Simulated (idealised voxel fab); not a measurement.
The document below concerns the process module designated voxel self aligned vias.
For reference, the cross-section in this document is cut, with width 185 nm and square cells of 5 nm.
Cross-section layout: square cells on a grid; listed as bands, top to bottom; a band spans one or more cell rows.
Within each band entry, the heights of the top and of the bottom of the band appear first, in that order and in nm; the materials of the band then follow from left to right, each with its corresponding width in nm. The designation "all across" on a single material indicates that it fills the band from edge to edge; the designation "empty" indicates empty space.
Zero point of the height axis is 0; under it, received wafer = one material. Lowest band: continues down indefinitely, "0 nm and below".
Quick explanation for "30..40": the width changes in equal steps down the rows of cells, from the first number in the band's top row to the second number in its bottom row.
Where the words "nothing was modified" appear for a step, the cross-section shows no cell changed by that step; every cell remained as before.
So "Fully enclosed voids" is basically the list of trapped voids: any empty space of 8 cells or more that can't reach the top through an opening. They're written width x height at distance, the distance being from the left edge, and it's all nm.
Note: text after step settings on the step line = simulator remark on that step.
"overlay nm", when on a step's line for a step with a mask, measures how far to the right of its planned place the mask lay; a negative measure means to the left.
Intended process steps
1) RECEIVE (material Si)
2) CONFORMAL_DEP (material SiO2; thk nm 15)
3) CONFORMAL_DEP (material SiCN; thk nm 5)
4) DIRECTIONAL_DEP (material lowk; thk nm 30)
5) DIRECTIONAL_DEP (material aC; thk nm 10)
6) PATTERN (tone open; mask id LINES; material resist; width nm 25; pitch nm 55; thk nm 30; overlay nm 0)
7) DIRECTIONAL_ETCH (etch materials aC; depth nm 5)
8) STRIP (etch materials resist)
9) DIRECTIONAL_ETCH (etch materials lowk; depth nm 30)
10) STRIP (etch materials aC)
11) CONFORMAL_DEP (material TiN; thk nm 5)
12) FILL_DEP (material Ru; thk nm 5)
13) CMP (height nm 50)
14) SELECTIVE_ETCH (etch materials W Ru TiN; depth nm 5)
15) FILL_DEP (material SiN; thk nm 10)
16) CMP (height nm 50)
17) DIRECTIONAL_DEP (material lowk; thk nm 15)
18) PATTERN (tone open; mask id VIAS; material resist; width nm 35; pitch nm 55; thk nm 15; overlay nm 0)
19) DIRECTIONAL_ETCH (etch materials lowk; depth nm 15)
20) DIRECTIONAL_ETCH (etch materials SiN; depth nm 5)
21) STRIP (etch materials resist)
22) CONFORMAL_DEP (material TiN; thk nm 5)
23) FILL_DEP (material W; thk nm 10)
24) CMP (height nm 65)
25) CONFORMAL_DEP (material SiCN; thk nm 5)
Be aware that, although all wafers share a common starting state, the depth nm at step 7 differs among them, and the plan displays the first wafer's value.
Received wafers, first of several: cross-section after step 1
  0 nm and below = Si all across
  Fully enclosed voids: none
So in this table every wafer gets its own row, and what you see is where it stands at the end of the module: for each material, how many cells it picked up (+) or gave up (-) since we received it, and after that its closed voids
depth nm 5 | +74 SiCN | +111 SiO2 | +33 TiN | +30 W | +270 lowk | Fully enclosed voids: none
depth nm 10 | +36 Ru | +74 SiCN | +111 SiO2 | +78 TiN | +39 W | +180 lowk | Fully enclosed voids: none
depth nm 15 | +36 Ru | +74 SiCN | +111 SiO2 | +78 TiN | +39 W | +180 lowk | Fully enclosed voids: none
depth nm 20 | +36 Ru | +74 SiCN | +111 SiO2 | +78 TiN | +39 W | +180 lowk | Fully enclosed voids: none
depth nm 25 | +36 Ru | +74 SiCN | +111 SiO2 | +78 TiN | +39 W | +180 lowk | Fully enclosed voids: none
